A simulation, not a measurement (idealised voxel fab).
process module | voxel spacer lines
cross-section cut | 275 nm wide | cells 5 nm
A cross-section is a grid of square cells, given in bands from the top down. A band is one or more rows of cells.
Each band's line starts with the height of the band's top and of its bottom, in nm. Then come its materials from left to right, each with its width in nm. One material with "throughout" fills the band from edge to edge. "air" is empty space.
Height 0 is the level under which the wafer as received is all one material. The lowest band goes on downwards, as in "0 down".
A width such as "30 to 40" changes by the same amount from each row of cells to the next, from the band's top row to its bottom row.
"no change" after a step means that no cell of the cross-section changed.
closed voids: empty space of 8 cells or more with no open way to the top, each as width x height at its distance from the left edge, in nm
after a step's settings: what the simulator itself notes on the step
overlay nm, on a step with a mask: how far to the right of its planned place the mask lay; to the left if negative
plan
1 op RECEIVE | material Si
2 op CONFORMAL_DEP | material Al2O3 | thk nm 5
3 op DIRECTIONAL_DEP | material SiN | thk nm 15
4 op DIRECTIONAL_DEP | material polySi | thk nm 20
5 op PATTERN | tone cover | mask id MANDREL | material resist | width nm 25 | pitch nm 70 | thk nm 25 | overlay nm 0
6 op DIRECTIONAL_ETCH | etch materials polySi | depth nm 20
7 op STRIP | etch materials resist
8 op CONFORMAL_DEP | material SiO2 | thk nm 10
9 op DIRECTIONAL_ETCH | etch materials SiO2 | depth nm 10
10 op STRIP | etch materials polySi
11 op DIRECTIONAL_ETCH | etch materials SiN | depth nm 15
12 op STRIP | etch materials SiO2
as received, after step 1
  0 down: Si throughout
  closed voids: none
a wafer at the end: this start, this plan, one mistake
  35 to 20: air 45 | SiN 10 | air 25 | SiN 10 | air 25 | SiN 10 | air 25 | SiN 10 | air 25 | SiN 10 | air 25 | SiN 10 | air 45
  20 to 5: SiN throughout
  5 to 0: Al2O3 throughout
  0 down: Si throughout
  closed voids: none
what went wrong: step 3 was run twice
